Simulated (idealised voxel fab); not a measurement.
This is a process module. Its name is voxel wiring stack.
Pictured: cross-section cut, 225 nm wide, on a grid of 5 nm square cells.
Format of a cross-section: grid, square cells. Given as bands. Order: top down. Band: one or more rows of cells.
The band entry comprises the height of the band's top followed by the height of its bottom, expressed in nm, and subsequently the band's materials from left to right, each stated together with its width in nm. Where a single material is marked with the word "everywhere", that material fills the band from edge to edge. The word "air" represents empty space.
Measure heights from 0. That's the level where, below it, the as-received wafer is all one material. The lowest band is bottomless and extends downward; write it as in "0 -> down".
The width entry "30 to 40" should be interpreted row by row: the top row of cells in the band takes the first number, the bottom row takes the second number, and the change between adjacent rows is uniform throughout.
"remained the same" means the step left every cell of the cross-section as it was.
The entry titled "Non-vented voids" provides the empty spaces that have no open way to the top, restricted to those of 8 cells or more. Each is presented as width x height at distance, the distance being measured from the left edge, with all three in nm.
On a step's line, text after the settings is the simulator commenting on that step.
A step line may carry the setting "overlay nm", which, for steps involving a mask, states the distance by which the mask lay to the right of its intended position; negative values denote displacement to the left.
Below is the list of planned process steps:
1. RECEIVE, material Si
2. CONFORMAL_DEP, material SiO2, thk nm 15
3. CONFORMAL_DEP, material SiCN, thk nm 5
4. DIRECTIONAL_DEP, material SiO2, thk nm 25
5. PATTERN, tone open, mask id METAL_1, material resist, width nm 25, pitch nm 45, thk nm 15, overlay nm 0
6. DIRECTIONAL_ETCH, etch materials SiO2, depth nm 25
7. DIRECTIONAL_ETCH, etch materials SiCN, depth nm 5
8. STRIP, etch materials resist
9. CONFORMAL_DEP, material TiN, thk nm 5
10. FILL_DEP, material W, thk nm 5
11. CMP, height nm 45
12. CONFORMAL_DEP, material SiCN, thk nm 5
13. DIRECTIONAL_DEP, material lowk, thk nm 25
14. PATTERN, tone open, mask id METAL_2, material resist, width nm 25, pitch nm 45, thk nm 15, overlay nm 0
15. DIRECTIONAL_ETCH, etch materials lowk, depth nm 15
16. STRIP, etch materials resist
17. PATTERN, tone open, mask id METAL_2_HOLES, material resist, width nm 15, pitch nm 45, thk nm 15, overlay nm 0
18. DIRECTIONAL_ETCH, etch materials lowk, depth nm 10
19. DIRECTIONAL_ETCH, etch materials SiCN, depth nm 5
20. STRIP, etch materials resist
21. CONFORMAL_DEP, material TiN, thk nm 5
22. FILL_DEP, material Cu, thk nm 5
23. CMP, height nm 75
24. CONFORMAL_DEP, material SiCN, thk nm 5
25. DIRECTIONAL_DEP, material SiO2, thk nm 15
26. PATTERN, tone open, mask id PLUG_2, material resist, width nm 15, pitch nm 90, thk nm 15, overlay nm 0
27. DIRECTIONAL_ETCH, etch materials SiO2, depth nm 15
28. DIRECTIONAL_ETCH, etch materials SiCN, depth nm 5
29. STRIP, etch materials resist
30. CONFORMAL_DEP, material TiN, thk nm 5
31. FILL_DEP, material Cu, thk nm 5
32. CMP, height nm 95
33. DIRECTIONAL_DEP, material TiN, thk nm 5
34. DIRECTIONAL_DEP, material W, thk nm 20
35. DIRECTIONAL_DEP, material aC, thk nm 10
36. PATTERN, tone cover, mask id METAL_3, material resist, width nm 25, pitch nm 45, thk nm 25, overlay nm 0
37. DIRECTIONAL_ETCH, etch materials aC, depth nm 10
38. STRIP, etch materials resist
39. DIRECTIONAL_ETCH, etch materials W, depth nm 20
40. DIRECTIONAL_ETCH, etch materials TiN, depth nm 5
41. STRIP, etch materials aC
42. CONFORMAL_DEP, material SiCN, thk nm 5
43. FILL_DEP, material SiO2, thk nm 10
44. CMP, height nm 120
45. CONFORMAL_DEP, material SiCN, thk nm 5
46. DIRECTIONAL_DEP, material lowk, thk nm 25
47. PATTERN, tone open, mask id METAL_4, material resist, width nm 25, pitch nm 45, thk nm 15, overlay nm 0
48. DIRECTIONAL_ETCH, etch materials lowk, depth nm 15
49. STRIP, etch materials resist
50. DIRECTIONAL_DEP, material aC, thk nm 10
51. PATTERN, tone open, mask id METAL_4_HOLES, material resist, width nm 15, pitch nm 45, thk nm 30, overlay nm 0
52. DIRECTIONAL_ETCH, etch materials aC, depth nm 10
53. STRIP, etch materials resist
54. DIRECTIONAL_ETCH, etch materials lowk, depth nm 10
55. DIRECTIONAL_ETCH, etch materials SiCN, depth nm 5
56. STRIP, etch materials aC
57. CONFORMAL_DEP, material TiN, thk nm 5
58. FILL_DEP, material Ru, thk nm 10
59. CMP, height nm 150
60. CONFORMAL_DEP, material SiCN, thk nm 5
On the first of the two wafers: run conducted according to plan:
As-received wafer cross-section (after step 1):
0 -> down | Si everywhere
Non-vented voids: none
How the wafer stands in section after step 2:
15 -> 0 | SiO2 everywhere
No changes below 0.
How the wafer stands in section after step 3:
20 -> 15 | SiCN everywhere
No changes below 15.
How the wafer stands in section after step 4:
45 -> 20 | SiO2 everywhere
No changes below 20.
How the wafer stands in section after step 5:
60 -> 45 | resist (30); air (25); resist (20); air (25); resist (20); air (25); resist (20); air (25); resist (35)
No changes below 45.
How the wafer stands in section after step 6:
60 -> 45 | resist (30); air (25); resist (20); air (25); resist (20); air (25); resist (20); air (25); resist (35)
45 -> 20 | SiO2 (30); air (25); SiO2 (20); air (25); SiO2 (20); air (25); SiO2 (20); air (25); SiO2 (35)
No changes below 20.
How the wafer stands in section after step 7:
60 -> 45 | resist (30); air (25); resist (20); air (25); resist (20); air (25); resist (20); air (25); resist (35)
45 -> 20 | SiO2 (30); air (25); SiO2 (20); air (25); SiO2 (20); air (25); SiO2 (20); air (25); SiO2 (35)
20 -> 15 | SiCN (30); air (25); SiCN (20); air (25); SiCN (20); air (25); SiCN (20); air (25); SiCN (35)
No changes below 15.
How the wafer stands in section after step 8:
45 -> 20 | SiO2 (30); air (25); SiO2 (20); air (25); SiO2 (20); air (25); SiO2 (20); air (25); SiO2 (35)
No changes below 20.
How the wafer stands in section after step 9:
50 -> 45 | TiN (35); air (15); TiN (30); air (15); TiN (30); air (15); TiN (30); air (15); TiN (40)
45 -> 20 | SiO2 (30); TiN (5); air (15); TiN (5); SiO2 (20); TiN (5); air (15); TiN (5); SiO2 (20); TiN (5); air (15); TiN (5); SiO2 (20); TiN (5); air (15); TiN (5); SiO2 (35)
20 -> 15 | SiCN (30); TiN (25); SiCN (20); TiN (25); SiCN (20); TiN (25); SiCN (20); TiN (25); SiCN (35)
No changes below 15.
How the wafer stands in section after step 10:
55 -> 50 | W everywhere
50 -> 45 | TiN (35); W (15); TiN (30); W (15); TiN (30); W (15); TiN (30); W (15); TiN (40)
45 -> 20 | SiO2 (30); TiN (5); W (15); TiN (5); SiO2 (20); TiN (5); W (15); TiN (5); SiO2 (20); TiN (5); W (15); TiN (5); SiO2 (20); TiN (5); W (15); TiN (5); SiO2 (35)
No changes below 20.
How the wafer stands in section after step 11:
45 -> 20 | SiO2 (30); TiN (5); W (15); TiN (5); SiO2 (20); TiN (5); W (15); TiN (5); SiO2 (20); TiN (5); W (15); TiN (5); SiO2 (20); TiN (5); W (15); TiN (5); SiO2 (35)
No changes below 20.
How the wafer stands in section after step 12:
50 -> 45 | SiCN everywhere
No changes below 45.
How the wafer stands in section after step 13:
75 -> 50 | lowk everywhere
No changes below 50.
How the wafer stands in section after step 14:
90 -> 75 | resist (30); air (25); resist (20); air (25); resist (20); air (25); resist (20); air (25); resist (35)
No changes below 75.
How the wafer stands in section after step 15:
90 -> 75 | resist (30); air (25); resist (20); air (25); resist (20); air (25); resist (20); air (25); resist (35)
75 -> 60 | lowk (30); air (25); lowk (20); air (25); lowk (20); air (25); lowk (20); air (25); lowk (35)
No changes below 60.
How the wafer stands in section after step 16:
75 -> 60 | lowk (30); air (25); lowk (20); air (25); lowk (20); air (25); lowk (20); air (25); lowk (35)
No changes below 60.
How the wafer stands in section after step 17:
90 -> 75 | resist (30); air (15); resist (30); air (15); resist (30); air (15); resist (30); air (15); resist (45)
75 -> 60 | lowk (30); air (15); resist (10); lowk (20); air (15); resist (10); lowk (20); air (15); resist (10); lowk (20); air (15); resist (10); lowk (35)
No changes below 60.
How the wafer stands in section after step 18:
90 -> 75 | resist (30); air (15); resist (30); air (15); resist (30); air (15); resist (30); air (15); resist (45)
75 -> 60 | lowk (30); air (15); resist (10); lowk (20); air (15); resist (10); lowk (20); air (15); resist (10); lowk (20); air (15); resist (10); lowk (35)
60 -> 50 | lowk (30); air (15); lowk (30); air (15); lowk (30); air (15); lowk (30); air (15); lowk (45)
No changes below 50.
How the wafer stands in section after step 19:
90 -> 75 | resist (30); air (15); resist (30); air (15); resist (30); air (15); resist (30); air (15); resist (45)
75 -> 60 | lowk (30); air (15); resist (10); lowk (20); air (15); resist (10); lowk (20); air (15); resist (10); lowk (20); air (15); resist (10); lowk (35)
60 -> 50 | lowk (30); air (15); lowk (30); air (15); lowk (30); air (15); lowk (30); air (15); lowk (45)
50 -> 45 | SiCN (30); air (15); SiCN (30); air (15); SiCN (30); air (15); SiCN (30); air (15); SiCN (45)
No changes below 45.
How the wafer stands in section after step 20:
75 -> 60 | lowk (30); air (25); lowk (20); air (25); lowk (20); air (25); lowk (20); air (25); lowk (35)
No changes below 60.
How the wafer stands in section after step 21:
80 -> 75 | TiN (35); air (15); TiN (30); air (15); TiN (30); air (15); TiN (30); air (15); TiN (40)
75 -> 65 | lowk (30); TiN (5); air (15); TiN (5); lowk (20); TiN (5); air (15); TiN (5); lowk (20); TiN (5); air (15); TiN (5); lowk (20); TiN (5); air (15); TiN (5); lowk (35)
65 -> 60 | lowk (30); TiN (5); air (5); TiN (15); lowk (20); TiN (5); air (5); TiN (15); lowk (20); TiN (5); air (5); TiN (15); lowk (20); TiN (5); air (5); TiN (15); lowk (35)
60 -> 50 | lowk (30); TiN (5); air (5); TiN (5); lowk (30); TiN (5); air (5); TiN (5); lowk (30); TiN (5); air (5); TiN (5); lowk (30); TiN (5); air (5); TiN (5); lowk (45)
50 -> 45 | SiCN (30); TiN (15); SiCN (30); TiN (15); SiCN (30); TiN (15); SiCN (30); TiN (15); SiCN (45)
No changes below 45.
How the wafer stands in section after step 22:
85 -> 80 | Cu everywhere
80 -> 75 | TiN (35); Cu (15); TiN (30); Cu (15); TiN (30); Cu (15); TiN (30); Cu (15); TiN (40)
75 -> 65 | lowk (30); TiN (5); Cu (15); TiN (5); lowk (20); TiN (5); Cu (15); TiN (5); lowk (20); TiN (5); Cu (15); TiN (5); lowk (20); TiN (5); Cu (15); TiN (5); lowk (35)
65 -> 60 | lowk (30); TiN (5); Cu (5); TiN (15); lowk (20); TiN (5); Cu (5); TiN (15); lowk (20); TiN (5); Cu (5); TiN (15); lowk (20); TiN (5); Cu (5); TiN (15); lowk (35)
60 -> 50 | lowk (30); TiN (5); Cu (5); TiN (5); lowk (30); TiN (5); Cu (5); TiN (5); lowk (30); TiN (5); Cu (5); TiN (5); lowk (30); TiN (5); Cu (5); TiN (5); lowk (45)
No changes below 50.
How the wafer stands in section after step 23:
75 -> 65 | lowk (30); TiN (5); Cu (15); TiN (5); lowk (20); TiN (5); Cu (15); TiN (5); lowk (20); TiN (5); Cu (15); TiN (5); lowk (20); TiN (5); Cu (15); TiN (5); lowk (35)
No changes below 65.
How the wafer stands in section after step 24:
80 -> 75 | SiCN everywhere
No changes below 75.
How the wafer stands in section after step 25:
95 -> 80 | SiO2 everywhere
No changes below 80.
How the wafer stands in section after step 26:
110 -> 95 | resist (30); air (15); resist (75); air (15); resist (90)
No changes below 95.
How the wafer stands in section after step 27:
110 -> 95 | resist (30); air (15); resist (75); air (15); resist (90)
95 -> 80 | SiO2 (30); air (15); SiO2 (75); air (15); SiO2 (90)
No changes below 80.
How the wafer stands in section after step 28:
110 -> 95 | resist (30); air (15); resist (75); air (15); resist (90)
95 -> 80 | SiO2 (30); air (15); SiO2 (75); air (15); SiO2 (90)
80 -> 75 | SiCN (30); air (15); SiCN (75); air (15); SiCN (90)
No changes below 75.
How the wafer stands in section after step 29:
95 -> 80 | SiO2 (30); air (15); SiO2 (75); air (15); SiO2 (90)
No changes below 80.
How the wafer stands in section after step 30:
100 -> 95 | TiN (35); air (5); TiN (85); air (5); TiN (95)
95 -> 80 | SiO2 (30); TiN (5); air (5); TiN (5); SiO2 (75); TiN (5); air (5); TiN (5); SiO2 (90)
80 -> 75 | SiCN (30); TiN (15); SiCN (75); TiN (15); SiCN (90)
No changes below 75.
How the wafer stands in section after step 31:
105 -> 100 | Cu everywhere
100 -> 95 | TiN (35); Cu (5); TiN (85); Cu (5); TiN (95)
95 -> 80 | SiO2 (30); TiN (5); Cu (5); TiN (5); SiO2 (75); TiN (5); Cu (5); TiN (5); SiO2 (90)
No changes below 80.
How the wafer stands in section after step 32:
95 -> 80 | SiO2 (30); TiN (5); Cu (5); TiN (5); SiO2 (75); TiN (5); Cu (5); TiN (5); SiO2 (90)
No changes below 80.
How the wafer stands in section after step 33:
100 -> 95 | TiN everywhere
No changes below 95.
How the wafer stands in section after step 34:
120 -> 100 | W everywhere
No changes below 100.
How the wafer stands in section after step 35:
130 -> 120 | aC everywhere
No changes below 120.
How the wafer stands in section after step 36:
155 -> 130 | air (30); resist (25); air (20); resist (25); air (20); resist (25); air (20); resist (25); air (35)
No changes below 130.
How the wafer stands in section after step 37:
145 -> 130 | air (30); resist (25); air (20); resist (25); air (20); resist (25); air (20); resist (25); air (35)
130 -> 120 | air (30); aC (25); air (20); aC (25); air (20); aC (25); air (20); aC (25); air (35)
No changes below 120.
How the wafer stands in section after step 38:
130 -> 120 | air (30); aC (25); air (20); aC (25); air (20); aC (25); air (20); aC (25); air (35)
No changes below 120.
How the wafer stands in section after step 39:
130 -> 120 | air (30); aC (25); air (20); aC (25); air (20); aC (25); air (20); aC (25); air (35)
120 -> 100 | air (30); W (25); air (20); W (25); air (20); W (25); air (20); W (25); air (35)
No changes below 100.
How the wafer stands in section after step 40:
130 -> 120 | air (30); aC (25); air (20); aC (25); air (20); aC (25); air (20); aC (25); air (35)
120 -> 100 | air (30); W (25); air (20); W (25); air (20); W (25); air (20); W (25); air (35)
100 -> 95 | air (30); TiN (25); air (20); TiN (25); air (20); TiN (25); air (20); TiN (25); air (35)
No changes below 95.
How the wafer stands in section after step 41:
120 -> 100 | air (30); W (25); air (20); W (25); air (20); W (25); air (20); W (25); air (35)
No changes below 100.
How the wafer stands in section after step 42:
125 -> 120 | air (25); SiCN (35); air (10); SiCN (35); air (10); SiCN (35); air (10); SiCN (35); air (30)
120 -> 100 | air (25); SiCN (5); W (25); SiCN (5); air (10); SiCN (5); W (25); SiCN (5); air (10); SiCN (5); W (25); SiCN (5); air (10); SiCN (5); W (25); SiCN (5); air (30)
100 -> 95 | SiCN (30); TiN (25); SiCN (20); TiN (25); SiCN (20); TiN (25); SiCN (20); TiN (25); SiCN (35)
No changes below 95.
How the wafer stands in section after step 43:
135 -> 125 | SiO2 everywhere
125 -> 120 | SiO2 (25); SiCN (35); SiO2 (10); SiCN (35); SiO2 (10); SiCN (35); SiO2 (10); SiCN (35); SiO2 (30)
120 -> 100 | SiO2 (25); SiCN (5); W (25); SiCN (5); SiO2 (10); SiCN (5); W (25); SiCN (5); SiO2 (10); SiCN (5); W (25); SiCN (5); SiO2 (10); SiCN (5); W (25); SiCN (5); SiO2 (30)
No changes below 100.
How the wafer stands in section after step 44:
120 -> 100 | SiO2 (25); SiCN (5); W (25); SiCN (5); SiO2 (10); SiCN (5); W (25); SiCN (5); SiO2 (10); SiCN (5); W (25); SiCN (5); SiO2 (10); SiCN (5); W (25); SiCN (5); SiO2 (30)
No changes below 100.
How the wafer stands in section after step 45:
125 -> 120 | SiCN everywhere
No changes below 120.
How the wafer stands in section after step 46:
150 -> 125 | lowk everywhere
No changes below 125.
How the wafer stands in section after step 47:
165 -> 150 | resist (30); air (25); resist (20); air (25); resist (20); air (25); resist (20); air (25); resist (35)
No changes below 150.
How the wafer stands in section after step 48:
165 -> 150 | resist (30); air (25); resist (20); air (25); resist (20); air (25); resist (20); air (25); resist (35)
150 -> 135 | lowk (30); air (25); lowk (20); air (25); lowk (20); air (25); lowk (20); air (25); lowk (35)
No changes below 135.
How the wafer stands in section after step 49:
150 -> 135 | lowk (30); air (25); lowk (20); air (25); lowk (20); air (25); lowk (20); air (25); lowk (35)
No changes below 135.
How the wafer stands in section after step 50:
160 -> 150 | aC (30); air (25); aC (20); air (25); aC (20); air (25); aC (20); air (25); aC (35)
150 -> 145 | lowk (30); air (25); lowk (20); air (25); lowk (20); air (25); lowk (20); air (25); lowk (35)
145 -> 135 | lowk (30); aC (25); lowk (20); aC (25); lowk (20); aC (25); lowk (20); aC (25); lowk (35)
No changes below 135.
How the wafer stands in section after step 51:
190 -> 160 | resist (30); air (15); resist (30); air (15); resist (30); air (15); resist (30); air (15); resist (45)
160 -> 150 | aC (30); air (15); resist (10); aC (20); air (15); resist (10); aC (20); air (15); resist (10); aC (20); air (15); resist (10); aC (35)
150 -> 145 | lowk (30); air (15); resist (10); lowk (20); air (15); resist (10); lowk (20); air (15); resist (10); lowk (20); air (15); resist (10); lowk (35)
No changes below 145.
How the wafer stands in section after step 52:
180 -> 160 | resist (30); air (15); resist (30); air (15); resist (30); air (15); resist (30); air (15); resist (45)
160 -> 150 | aC (30); air (15); resist (10); aC (20); air (15); resist (10); aC (20); air (15); resist (10); aC (20); air (15); resist (10); aC (35)
150 -> 145 | lowk (30); air (15); resist (10); lowk (20); air (15); resist (10); lowk (20); air (15); resist (10); lowk (20); air (15); resist (10); lowk (35)
145 -> 135 | lowk (30); air (15); aC (10); lowk (20); air (15); aC (10); lowk (20); air (15); aC (10); lowk (20); air (15); aC (10); lowk (35)
No changes below 135.
How the wafer stands in section after step 53:
160 -> 150 | aC (30); air (25); aC (20); air (25); aC (20); air (25); aC (20); air (25); aC (35)
150 -> 145 | lowk (30); air (25); lowk (20); air (25); lowk (20); air (25); lowk (20); air (25); lowk (35)
No changes below 145.
How the wafer stands in section after step 54:
160 -> 150 | aC (30); air (25); aC (20); air (25); aC (20); air (25); aC (20); air (25); aC (35)
150 -> 145 | lowk (30); air (25); lowk (20); air (25); lowk (20); air (25); lowk (20); air (25); lowk (35)
145 -> 135 | lowk (30); air (15); aC (10); lowk (20); air (15); aC (10); lowk (20); air (15); aC (10); lowk (20); air (15); aC (10); lowk (35)
135 -> 125 | lowk (30); air (15); lowk (30); air (15); lowk (30); air (15); lowk (30); air (15); lowk (45)
No changes below 125.
How the wafer stands in section after step 55:
160 -> 150 | aC (30); air (25); aC (20); air (25); aC (20); air (25); aC (20); air (25); aC (35)
150 -> 145 | lowk (30); air (25); lowk (20); air (25); lowk (20); air (25); lowk (20); air (25); lowk (35)
145 -> 135 | lowk (30); air (15); aC (10); lowk (20); air (15); aC (10); lowk (20); air (15); aC (10); lowk (20); air (15); aC (10); lowk (35)
135 -> 125 | lowk (30); air (15); lowk (30); air (15); lowk (30); air (15); lowk (30); air (15); lowk (45)
125 -> 120 | SiCN (30); air (15); SiCN (30); air (15); SiCN (30); air (15); SiCN (30); air (15); SiCN (45)
No changes below 120.
How the wafer stands in section after step 56:
150 -> 135 | lowk (30); air (25); lowk (20); air (25); lowk (20); air (25); lowk (20); air (25); lowk (35)
No changes below 135.
How the wafer stands in section after step 57:
155 -> 150 | TiN (35); air (15); TiN (30); air (15); TiN (30); air (15); TiN (30); air (15); TiN (40)
150 -> 140 | lowk (30); TiN (5); air (15); TiN (5); lowk (20); TiN (5); air (15); TiN (5); lowk (20); TiN (5); air (15); TiN (5); lowk (20); TiN (5); air (15); TiN (5); lowk (35)
140 -> 135 | lowk (30); TiN (5); air (5); TiN (15); lowk (20); TiN (5); air (5); TiN (15); lowk (20); TiN (5); air (5); TiN (15); lowk (20); TiN (5); air (5); TiN (15); lowk (35)
135 -> 125 | lowk (30); TiN (5); air (5); TiN (5); lowk (30); TiN (5); air (5); TiN (5); lowk (30); TiN (5); air (5); TiN (5); lowk (30); TiN (5); air (5); TiN (5); lowk (45)
125 -> 120 | SiCN (30); TiN (15); SiCN (30); TiN (15); SiCN (30); TiN (15); SiCN (30); TiN (15); SiCN (45)
No changes below 120.
How the wafer stands in section after step 58:
165 -> 155 | Ru everywhere
155 -> 150 | TiN (35); Ru (15); TiN (30); Ru (15); TiN (30); Ru (15); TiN (30); Ru (15); TiN (40)
150 -> 140 | lowk (30); TiN (5); Ru (15); TiN (5); lowk (20); TiN (5); Ru (15); TiN (5); lowk (20); TiN (5); Ru (15); TiN (5); lowk (20); TiN (5); Ru (15); TiN (5); lowk (35)
140 -> 135 | lowk (30); TiN (5); Ru (5); TiN (15); lowk (20); TiN (5); Ru (5); TiN (15); lowk (20); TiN (5); Ru (5); TiN (15); lowk (20); TiN (5); Ru (5); TiN (15); lowk (35)
135 -> 125 | lowk (30); TiN (5); Ru (5); TiN (5); lowk (30); TiN (5); Ru (5); TiN (5); lowk (30); TiN (5); Ru (5); TiN (5); lowk (30); TiN (5); Ru (5); TiN (5); lowk (45)
No changes below 125.
How the wafer stands in section after step 59:
150 -> 140 | lowk (30); TiN (5); Ru (15); TiN (5); lowk (20); TiN (5); Ru (15); TiN (5); lowk (20); TiN (5); Ru (15); TiN (5); lowk (20); TiN (5); Ru (15); TiN (5); lowk (35)
No changes below 140.
How the wafer stands in section after step 60:
155 -> 150 | SiCN everywhere
No changes below 150.
Wafer two of the pair: same origin, same plan, one error during the run; identical to wafer one up to and including step 33:
Second wafer at the planned finish of step 34, seen in cross-section:
110 -> 100 | W everywhere
No changes below 100.
Second wafer at the planned finish of step 35, seen in cross-section:
120 -> 110 | aC everywhere
No changes below 110.
Second wafer at the planned finish of step 36, seen in cross-section:
145 -> 120 | air (30); resist (25); air (20); resist (25); air (20); resist (25); air (20); resist (25); air (35)
No changes below 120.
Second wafer at the planned finish of step 37, seen in cross-section:
135 -> 120 | air (30); resist (25); air (20); resist (25); air (20); resist (25); air (20); resist (25); air (35)
120 -> 110 | air (30); aC (25); air (20); aC (25); air (20); aC (25); air (20); aC (25); air (35)
No changes below 110.
Second wafer at the planned finish of step 38, seen in cross-section:
120 -> 110 | air (30); aC (25); air (20); aC (25); air (20); aC (25); air (20); aC (25); air (35)
No changes below 110.
Second wafer at the planned finish of step 39, seen in cross-section:
120 -> 110 | air (30); aC (25); air (20); aC (25); air (20); aC (25); air (20); aC (25); air (35)
110 -> 100 | air (30); W (25); air (20); W (25); air (20); W (25); air (20); W (25); air (35)
No changes below 100.
Second wafer at the planned finish of step 40, seen in cross-section:
120 -> 110 | air (30); aC (25); air (20); aC (25); air (20); aC (25); air (20); aC (25); air (35)
110 -> 100 | air (30); W (25); air (20); W (25); air (20); W (25); air (20); W (25); air (35)
100 -> 95 | air (30); TiN (25); air (20); TiN (25); air (20); TiN (25); air (20); TiN (25); air (35)
No changes below 95.
Second wafer at the planned finish of step 41, seen in cross-section:
110 -> 100 | air (30); W (25); air (20); W (25); air (20); W (25); air (20); W (25); air (35)
No changes below 100.
Second wafer at the planned finish of step 42, seen in cross-section:
115 -> 110 | air (25); SiCN (35); air (10); SiCN (35); air (10); SiCN (35); air (10); SiCN (35); air (30)
110 -> 100 | air (25); SiCN (5); W (25); SiCN (5); air (10); SiCN (5); W (25); SiCN (5); air (10); SiCN (5); W (25); SiCN (5); air (10); SiCN (5); W (25); SiCN (5); air (30)
100 -> 95 | SiCN (30); TiN (25); SiCN (20); TiN (25); SiCN (20); TiN (25); SiCN (20); TiN (25); SiCN (35)
No changes below 95.
Second wafer at the planned finish of step 43, seen in cross-section:
125 -> 115 | SiO2 everywhere
115 -> 110 | SiO2 (25); SiCN (35); SiO2 (10); SiCN (35); SiO2 (10); SiCN (35); SiO2 (10); SiCN (35); SiO2 (30)
110 -> 100 | SiO2 (25); SiCN (5); W (25); SiCN (5); SiO2 (10); SiCN (5); W (25); SiCN (5); SiO2 (10); SiCN (5); W (25); SiCN (5); SiO2 (10); SiCN (5); W (25); SiCN (5); SiO2 (30)
No changes below 100.
Second wafer at the planned finish of step 44, seen in cross-section:
120 -> 115 | SiO2 everywhere
No changes below 115.
Second wafer at the planned finish of step 45, seen in cross-section:
125 -> 120 | SiCN everywhere
No changes below 120.
Second wafer at the planned finish of step 46, seen in cross-section:
150 -> 125 | lowk everywhere
No changes below 125.
Second wafer at the planned finish of step 47, seen in cross-section:
165 -> 150 | resist (30); air (25); resist (20); air (25); resist (20); air (25); resist (20); air (25); resist (35)
No changes below 150.
Second wafer at the planned finish of step 48, seen in cross-section:
165 -> 150 | resist (30); air (25); resist (20); air (25); resist (20); air (25); resist (20); air (25); resist (35)
150 -> 135 | lowk (30); air (25); lowk (20); air (25); lowk (20); air (25); lowk (20); air (25); lowk (35)
No changes below 135.
Second wafer at the planned finish of step 49, seen in cross-section:
150 -> 135 | lowk (30); air (25); lowk (20); air (25); lowk (20); air (25); lowk (20); air (25); lowk (35)
No changes below 135.
Second wafer at the planned finish of step 50, seen in cross-section:
160 -> 150 | aC (30); air (25); aC (20); air (25); aC (20); air (25); aC (20); air (25); aC (35)
150 -> 145 | lowk (30); air (25); lowk (20); air (25); lowk (20); air (25); lowk (20); air (25); lowk (35)
145 -> 135 | lowk (30); aC (25); lowk (20); aC (25); lowk (20); aC (25); lowk (20); aC (25); lowk (35)
No changes below 135.
Second wafer at the planned finish of step 51, seen in cross-section:
190 -> 160 | resist (30); air (15); resist (30); air (15); resist (30); air (15); resist (30); air (15); resist (45)
160 -> 150 | aC (30); air (15); resist (10); aC (20); air (15); resist (10); aC (20); air (15); resist (10); aC (20); air (15); resist (10); aC (35)
150 -> 145 | lowk (30); air (15); resist (10); lowk (20); air (15); resist (10); lowk (20); air (15); resist (10); lowk (20); air (15); resist (10); lowk (35)
No changes below 145.
Second wafer at the planned finish of step 52, seen in cross-section:
180 -> 160 | resist (30); air (15); resist (30); air (15); resist (30); air (15); resist (30); air (15); resist (45)
160 -> 150 | aC (30); air (15); resist (10); aC (20); air (15); resist (10); aC (20); air (15); resist (10); aC (20); air (15); resist (10); aC (35)
150 -> 145 | lowk (30); air (15); resist (10); lowk (20); air (15); resist (10); lowk (20); air (15); resist (10); lowk (20); air (15); resist (10); lowk (35)
145 -> 135 | lowk (30); air (15); aC (10); lowk (20); air (15); aC (10); lowk (20); air (15); aC (10); lowk (20); air (15); aC (10); lowk (35)
No changes below 135.
Second wafer at the planned finish of step 53, seen in cross-section:
160 -> 150 | aC (30); air (25); aC (20); air (25); aC (20); air (25); aC (20); air (25); aC (35)
150 -> 145 | lowk (30); air (25); lowk (20); air (25); lowk (20); air (25); lowk (20); air (25); lowk (35)
No changes below 145.
Second wafer at the planned finish of step 54, seen in cross-section:
160 -> 150 | aC (30); air (25); aC (20); air (25); aC (20); air (25); aC (20); air (25); aC (35)
150 -> 145 | lowk (30); air (25); lowk (20); air (25); lowk (20); air (25); lowk (20); air (25); lowk (35)
145 -> 135 | lowk (30); air (15); aC (10); lowk (20); air (15); aC (10); lowk (20); air (15); aC (10); lowk (20); air (15); aC (10); lowk (35)
135 -> 125 | lowk (30); air (15); lowk (30); air (15); lowk (30); air (15); lowk (30); air (15); lowk (45)
No changes below 125.
Second wafer at the planned finish of step 55, seen in cross-section:
160 -> 150 | aC (30); air (25); aC (20); air (25); aC (20); air (25); aC (20); air (25); aC (35)
150 -> 145 | lowk (30); air (25); lowk (20); air (25); lowk (20); air (25); lowk (20); air (25); lowk (35)
145 -> 135 | lowk (30); air (15); aC (10); lowk (20); air (15); aC (10); lowk (20); air (15); aC (10); lowk (20); air (15); aC (10); lowk (35)
135 -> 125 | lowk (30); air (15); lowk (30); air (15); lowk (30); air (15); lowk (30); air (15); lowk (45)
125 -> 120 | SiCN (30); air (15); SiCN (30); air (15); SiCN (30); air (15); SiCN (30); air (15); SiCN (45)
No changes below 120.
Second wafer at the planned finish of step 56, seen in cross-section:
150 -> 135 | lowk (30); air (25); lowk (20); air (25); lowk (20); air (25); lowk (20); air (25); lowk (35)
No changes below 135.
Second wafer at the planned finish of step 57, seen in cross-section:
155 -> 150 | TiN (35); air (15); TiN (30); air (15); TiN (30); air (15); TiN (30); air (15); TiN (40)
150 -> 140 | lowk (30); TiN (5); air (15); TiN (5); lowk (20); TiN (5); air (15); TiN (5); lowk (20); TiN (5); air (15); TiN (5); lowk (20); TiN (5); air (15); TiN (5); lowk (35)
140 -> 135 | lowk (30); TiN (5); air (5); TiN (15); lowk (20); TiN (5); air (5); TiN (15); lowk (20); TiN (5); air (5); TiN (15); lowk (20); TiN (5); air (5); TiN (15); lowk (35)
135 -> 125 | lowk (30); TiN (5); air (5); TiN (5); lowk (30); TiN (5); air (5); TiN (5); lowk (30); TiN (5); air (5); TiN (5); lowk (30); TiN (5); air (5); TiN (5); lowk (45)
125 -> 120 | SiCN (30); TiN (15); SiCN (30); TiN (15); SiCN (30); TiN (15); SiCN (30); TiN (15); SiCN (45)
No changes below 120.
Second wafer at the planned finish of step 58, seen in cross-section:
165 -> 155 | Ru everywhere
155 -> 150 | TiN (35); Ru (15); TiN (30); Ru (15); TiN (30); Ru (15); TiN (30); Ru (15); TiN (40)
150 -> 140 | lowk (30); TiN (5); Ru (15); TiN (5); lowk (20); TiN (5); Ru (15); TiN (5); lowk (20); TiN (5); Ru (15); TiN (5); lowk (20); TiN (5); Ru (15); TiN (5); lowk (35)
140 -> 135 | lowk (30); TiN (5); Ru (5); TiN (15); lowk (20); TiN (5); Ru (5); TiN (15); lowk (20); TiN (5); Ru (5); TiN (15); lowk (20); TiN (5); Ru (5); TiN (15); lowk (35)
135 -> 125 | lowk (30); TiN (5); Ru (5); TiN (5); lowk (30); TiN (5); Ru (5); TiN (5); lowk (30); TiN (5); Ru (5); TiN (5); lowk (30); TiN (5); Ru (5); TiN (5); lowk (45)
No changes below 125.
Second wafer at the planned finish of step 59, seen in cross-section:
150 -> 140 | lowk (30); TiN (5); Ru (15); TiN (5); lowk (20); TiN (5); Ru (15); TiN (5); lowk (20); TiN (5); Ru (15); TiN (5); lowk (20); TiN (5); Ru (15); TiN (5); lowk (35)
No changes below 140.
Second wafer at the planned finish of step 60, seen in cross-section:
155 -> 150 | SiCN everywhere
No changes below 150.
Where did the run depart from the plan? off-plan run, step 34, actual operation and settings DIRECTIONAL_DEP, material W, thk nm 10
Final tally in cells, some materials are higher or lower on the second wafer than on the first: SiCN +12 | SiO2 +28 | W -40
